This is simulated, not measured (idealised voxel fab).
A process module follows: voxel ribs on slabs.
Displayed cross-section: cut, width of 155 nm, square cells sized 5 nm.
Notation: cross-section as square-cell grid; stated in bands, top first, going down; one or more cell rows per band. Top, bottom (nm), then materials left to right with widths (nm); lone material tagged "edge to edge" fills the whole band edge to edge; "blank" = empty space. Heads up on the height convention: 0 is the point under which the incoming wafer is all one material, and the lowest band has no bottom, it just keeps going down, like "0 down". With a width like "30..40", each row of cells in the band differs from the next by the same amount, the top row carrying the first number and the bottom row the second. "no modifications", as given for a step, is the statement that not any cell of the cross-section underwent a change during that step. So "Voids, fully enclosed" is basically the list of trapped voids: any empty space of 8 cells or more that can't reach the top through an opening. They're written width x height at distance, the distance being from the left edge, and it's all nm. On each step's line, the part that comes after the settings is the simulator's own comment on the step. You can add "overlay nm" to a step's line. For a step with a mask, it describes how far the mask lay to the right of its planned position, and a negative number describes a lay to the left.

### Here's what the planned process steps look like
- 1: RECEIVE | material Si
- 2: DIRECTIONAL_DEP | material SiO2 | thk nm 30
- 3: DIRECTIONAL_DEP | material SiN | thk nm 25
- 4: PATTERN | tone cover | mask id RIB | material resist | width nm 20 | thk nm 15 | overlay nm 0
- 5: DIRECTIONAL_ETCH | etch materials SiN | depth nm 20
- 6: STRIP | etch materials resist
- 7: MASKED_ETCH | tone cover | mask id SLAB | width nm 50 | etch materials SiN | depth nm 5 | overlay nm 0
- 8: FILL_DEP | material SiO2 | thk nm 20
- 9: CMP | height nm 70
- 10: DIRECTIONAL_DEP | material W | thk nm 10
- 11: DIRECTIONAL_DEP | material aC | thk nm 15
- 12: PATTERN | tone cover | mask id HEATER | material resist | width nm 30 | thk nm 30 | overlay nm 0
- 13: DIRECTIONAL_ETCH | etch materials aC | depth nm 15
- 14: STRIP | etch materials resist
- 15: DIRECTIONAL_ETCH | etch materials W | depth nm 10
- 16: STRIP | etch materials aC
- 17: CONFORMAL_DEP | material SiN | thk nm 5

### The first of two wafers, run as planned

### So this is the incoming wafer in cross-section - it's already been through step 1
> 0 down = Si edge to edge
> Voids, fully enclosed: none

### Sectional view: wafer, after step 2
> 30 to 0 = SiO2 edge to edge
> Nothing below the height 0 has changed.

### Sectional view: wafer, after step 3
> 55 to 30 = SiN edge to edge
> Nothing below the height 30 has changed.

### Sectional view: wafer, after step 4
> 70 to 55 = 65 nm blank  20 nm resist  70 nm blank
> Nothing below the height 55 has changed.

### Sectional view: wafer, after step 5
> 70 to 55 = 65 nm blank  20 nm resist  70 nm blank
> 55 to 35 = 65 nm blank  20 nm SiN  70 nm blank
> Nothing below the height 35 has changed.

### Sectional view: wafer, after step 6
> 55 to 35 = 65 nm blank  20 nm SiN  70 nm blank
> Nothing below the height 35 has changed.

### Sectional view: wafer, after step 7
> 55 to 35 = 65 nm blank  20 nm SiN  70 nm blank
> 35 to 30 = 50 nm blank  50 nm SiN  55 nm blank
> Nothing below the height 30 has changed.

### Sectional view: wafer, after step 8
> 75 to 55 = SiO2 edge to edge
> 55 to 35 = 65 nm SiO2  20 nm SiN  70 nm SiO2
> 35 to 30 = 50 nm SiO2  50 nm SiN  55 nm SiO2
> Nothing below the height 30 has changed.

### Sectional view: wafer, after step 9
> 70 to 55 = SiO2 edge to edge
> Nothing below the height 55 has changed.

### Sectional view: wafer, after step 10
> 80 to 70 = W edge to edge
> Nothing below the height 70 has changed.

### Sectional view: wafer, after step 11
> 95 to 80 = aC edge to edge
> Nothing below the height 80 has changed.

### Sectional view: wafer, after step 12
> 125 to 95 = 60 nm blank  30 nm resist  65 nm blank
> Nothing below the height 95 has changed.

### Sectional view: wafer, after step 13
> 110 to 95 = 60 nm blank  30 nm resist  65 nm blank
> 95 to 80 = 60 nm blank  30 nm aC  65 nm blank
> Nothing below the height 80 has changed.

### Sectional view: wafer, after step 14
> 95 to 80 = 60 nm blank  30 nm aC  65 nm blank
> Nothing below the height 80 has changed.

### Sectional view: wafer, after step 15
> 95 to 80 = 60 nm blank  30 nm aC  65 nm blank
> 80 to 70 = 60 nm blank  30 nm W  65 nm blank
> Nothing below the height 70 has changed.

### Sectional view: wafer, after step 16
> 80 to 70 = 60 nm blank  30 nm W  65 nm blank
> Nothing below the height 70 has changed.

### Sectional view: wafer, after step 17
> 85 to 80 = 55 nm blank  40 nm SiN  60 nm blank
> 80 to 75 = 55 nm blank  5 nm SiN  30 nm W  5 nm SiN  60 nm blank
> 75 to 70 = 60 nm SiN  30 nm W  65 nm SiN
> Nothing below the height 70 has changed.

### What follows concerns the second wafer, which started out like the first and was meant to follow the very same plan; one mistake crept in when it was run, but everything up to and including step 1 is the same as for the first wafer

### Cross-section of the second wafer at the time by which step 2 should have been completed according to the plan
> 25 to 0 = SiN edge to edge
> Nothing below the height 0 has changed.

### Cross-section of the second wafer at the time by which step 3 should have been completed according to the plan
> 55 to 25 = SiO2 edge to edge
> Nothing below the height 25 has changed.

### Cross-section of the second wafer at the time by which step 4 should have been completed according to the plan
> 70 to 55 = 65 nm blank  20 nm resist  70 nm blank
> Nothing below the height 55 has changed.

Cross-section of the second wafer at the time by which step 5 should have been completed according to the plan: no modifications

### Cross-section of the second wafer at the time by which step 6 should have been completed according to the plan
> 55 to 25 = SiO2 edge to edge
> Nothing below the height 25 has changed.

Cross-section of the second wafer at the time by which step 7 should have been completed according to the plan: no modifications

### Cross-section of the second wafer at the time by which step 8 should have been completed according to the plan
> 75 to 25 = SiO2 edge to edge
> Nothing below the height 25 has changed.

### Cross-section of the second wafer at the time by which step 9 should have been completed according to the plan
> 70 to 25 = SiO2 edge to edge
> Nothing below the height 25 has changed.

### Cross-section of the second wafer at the time by which step 10 should have been completed according to the plan
> 80 to 70 = W edge to edge
> Nothing below the height 70 has changed.

### Cross-section of the second wafer at the time by which step 11 should have been completed according to the plan
> 95 to 80 = aC edge to edge
> Nothing below the height 80 has changed.

### Cross-section of the second wafer at the time by which step 12 should have been completed according to the plan
> 125 to 95 = 60 nm blank  30 nm resist  65 nm blank
> Nothing below the height 95 has changed.

### Cross-section of the second wafer at the time by which step 13 should have been completed according to the plan
> 110 to 95 = 60 nm blank  30 nm resist  65 nm blank
> 95 to 80 = 60 nm blank  30 nm aC  65 nm blank
> Nothing below the height 80 has changed.

### Cross-section of the second wafer at the time by which step 14 should have been completed according to the plan
> 95 to 80 = 60 nm blank  30 nm aC  65 nm blank
> Nothing below the height 80 has changed.

### Cross-section of the second wafer at the time by which step 15 should have been completed according to the plan
> 95 to 80 = 60 nm blank  30 nm aC  65 nm blank
> 80 to 70 = 60 nm blank  30 nm W  65 nm blank
> Nothing below the height 70 has changed.

### Cross-section of the second wafer at the time by which step 16 should have been completed according to the plan
> 80 to 70 = 60 nm blank  30 nm W  65 nm blank
> Nothing below the height 70 has changed.

### Cross-section of the second wafer at the time by which step 17 should have been completed according to the plan
> 85 to 80 = 55 nm blank  40 nm SiN  60 nm blank
> 80 to 75 = 55 nm blank  5 nm SiN  30 nm W  5 nm SiN  60 nm blank
> 75 to 70 = 60 nm SiN  30 nm W  65 nm SiN
> Nothing below the height 70 has changed.
Nonconformance to the process plan: contrary to the plan, steps 2 and 3 were processed in exchanged order
Final comparison by cell count, materials where the second wafer has more or fewer than the first: +129 SiN | -129 SiO2
